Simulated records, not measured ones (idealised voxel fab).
process module | voxel released beams
cross-section cut | 155 nm wide | cells 5 nm
A cross-section is a grid of square cells, given in bands from the top down. A band is one or more rows of cells.
Each band's line starts with the height of the band's top and of its bottom, in nm. Then come its materials from left to right, each with its width in nm. One material with "throughout" fills the band from edge to edge. "air" is empty space.
Height 0 is the level under which the wafer as received is all one material. The lowest band goes on downwards, as in "0 down".
A width such as "30 to 40" changes by the same amount from each row of cells to the next, from the band's top row to its bottom row.
"no change" after a step means that no cell of the cross-section changed.
closed voids: empty space of 8 cells or more with no open way to the top, each as width x height at its distance from the left edge, in nm
after a step's settings: what the simulator itself notes on the step
overlay nm, on a step with a mask: how far to the right of its planned place the mask lay; to the left if negative
plan
1 op RECEIVE | material Si
2 op CONFORMAL_DEP | material SiN | thk nm 10
3 op DIRECTIONAL_DEP | material SiO2 | thk nm 20
4 op PATTERN | tone open | mask id ANCHOR | material resist | width nm 45 | thk nm 20 | overlay nm 0
5 op DIRECTIONAL_ETCH | etch materials SiO2 | depth nm 20
6 op STRIP | etch materials resist
7 op CONFORMAL_DEP | material TiN | thk nm 15
8 op MASKED_ETCH | tone cover | mask id BEAM | width nm 110 | etch materials TiN | depth nm 15 | overlay nm 0
9 op STRIP | etch materials SiO2
first wafer, as planned
as received, after step 1
  0 down: Si throughout
  closed voids: none
after step 2
  10 to 0: SiN throughout
  below 0: unchanged
after step 3
  30 to 10: SiO2 throughout
  below 10: unchanged
after step 4
  50 to 30: resist 25 | air 45 | resist 85
  below 30: unchanged
after step 5
  50 to 30: resist 25 | air 45 | resist 85
  30 to 10: SiO2 25 | air 45 | SiO2 85
  below 10: unchanged
after step 6
  30 to 10: SiO2 25 | air 45 | SiO2 85
  below 10: unchanged
after step 7
  45 to 30: TiN 40 | air 15 | TiN 100
  30 to 25: SiO2 25 | TiN 15 | air 15 | TiN 15 | SiO2 85
  25 to 10: SiO2 25 | TiN 45 | SiO2 85
  below 10: unchanged
after step 8
  45 to 30: air 20 | TiN 20 | air 15 | TiN 75 | air 25
  below 30: unchanged
after step 9
  45 to 30: air 20 | TiN 20 | air 15 | TiN 75 | air 25
  30 to 25: air 25 | TiN 15 | air 15 | TiN 15 | air 85
  25 to 10: air 25 | TiN 45 | air 85
  below 10: unchanged
second wafer: like start, like plan, one mistake. Through step 7 it matches the first wafer
when step 8 should have ended
  45 to 30: air 30 | TiN 10 | air 15 | TiN 85 | air 15
  below 30: unchanged
when step 9 should have ended
  45 to 30: air 30 | TiN 10 | air 15 | TiN 85 | air 15
  30 to 25: air 25 | TiN 15 | air 15 | TiN 15 | air 85
  25 to 10: air 25 | TiN 45 | air 85
  below 10: unchanged
what went wrong: step 8 ran as: op MASKED_ETCH | tone cover | mask id BEAM | width nm 110 | etch materials TiN | depth nm 15 | overlay nm 10
at the end the second wafer has, in cells: as many of each material as the first, in other places
